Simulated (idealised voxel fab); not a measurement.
Process module heading - voxel self aligned contacts
Xsec cut, 240 nm wide, square cell size 5 nm.
A cross-section is a grid of square cells, given in bands from the top down. A band is one or more rows of cells. Heights first: top, then bottom, in nm. Then materials, left to right, each with a width in nm. "everywhere" on a single material: fills the band edge to edge. "blank": empty space. Below 0: as-received wafer, all one material; heights counted from there. Lowest band: no bottom, goes on down, written "from 0 down". When a width is written as two numbers, as in "30..40", the first number is the width in the top row of cells of the band and the second is the width in its bottom row, and the width changes by the same amount from each row to the next. Any step labelled "no modifications" changed none of the cells in the cross-section. Empty spaces without an open route to the top, at least 8 cells in extent, make up the entry "Completely enclosed voids"; each is given as width x height at distance, where the distance is measured from the left edge, and all are in nm. That trailing text on a step's line, after the settings, is the simulator's own remark on the step. overlay nm: on a step with a mask, how far right of its planned place the mask lay; negative means left.
Planned step list for the process:
step 1: op RECEIVE | material Si
step 2: op OXIDIZE | depth nm 5
step 3: op DIRECTIONAL_DEP | material polySi | thk nm 20
step 4: op DIRECTIONAL_DEP | material SiN | thk nm 15
step 5: op PATTERN | tone cover | mask id GATE | material resist | width nm 30 | pitch nm 60 | thk nm 20 | overlay nm 0
step 6: op DIRECTIONAL_ETCH | etch materials SiN | depth nm 15
step 7: op DIRECTIONAL_ETCH | etch materials polySi | depth nm 20
step 8: op STRIP | etch materials resist
step 9: op CONFORMAL_DEP | material SiN | thk nm 5
step 10: op DIRECTIONAL_ETCH | etch materials SiN | depth nm 5
step 11: op FILL_DEP | material SiO2 | thk nm 15
step 12: op CMP | height nm 40
step 13: op PATTERN | tone open | mask id CONTACT | material resist | width nm 40 | thk nm 15 | overlay nm -15
step 14: op DIRECTIONAL_ETCH | etch materials SiO2 | depth nm 45
step 15: op STRIP | etch materials resist
step 16: op CONFORMAL_DEP | material TiN | thk nm 5
step 17: op FILL_DEP | material Ru | thk nm 5
step 18: op CMP | height nm 40
step 19: op CONFORMAL_DEP | material SiCN | thk nm 5
All wafers enter the flow in the same state. The overlay nm at step 13 differs from wafer to wafer, and the plan gives the value for the first wafer.
Cross-section, first of several wafers, as delivered after step 1:
> from 0 down: Si everywhere
> Completely enclosed voids: none
Below is a per-wafer table. In it, each row describes the wafer at the end of the module by giving, for each material, the number of cells gained (+) or lost (-) since the wafer was received, and after that the closed voids of the wafer:
overlay nm -15, +8 Ru, -48 Si, +48 SiCN, +64 SiN, +288 SiO2, +24 TiN, +48 polySi, Completely enclosed voids: none
overlay nm -10, +16 Ru, -48 Si, +48 SiCN, +64 SiN, +280 SiO2, +24 TiN, +48 polySi, Completely enclosed voids: none
overlay nm -5, +16 Ru, -48 Si, +48 SiCN, +64 SiN, +280 SiO2, +24 TiN, +48 polySi, Completely enclosed voids: none
overlay nm 0, +16 Ru, -48 Si, +48 SiCN, +64 SiN, +280 SiO2, +24 TiN, +48 polySi, Completely enclosed voids: none
overlay nm 5, +16 Ru, -48 Si, +48 SiCN, +64 SiN, +280 SiO2, +24 TiN, +48 polySi, Completely enclosed voids: none
overlay nm 10, +16 Ru, -48 Si, +48 SiCN, +64 SiN, +280 SiO2, +24 TiN, +48 polySi, Completely enclosed voids: none
overlay nm 15, +8 Ru, -48 Si, +48 SiCN, +64 SiN, +288 SiO2, +24 TiN, +48 polySi, Completely enclosed voids: none
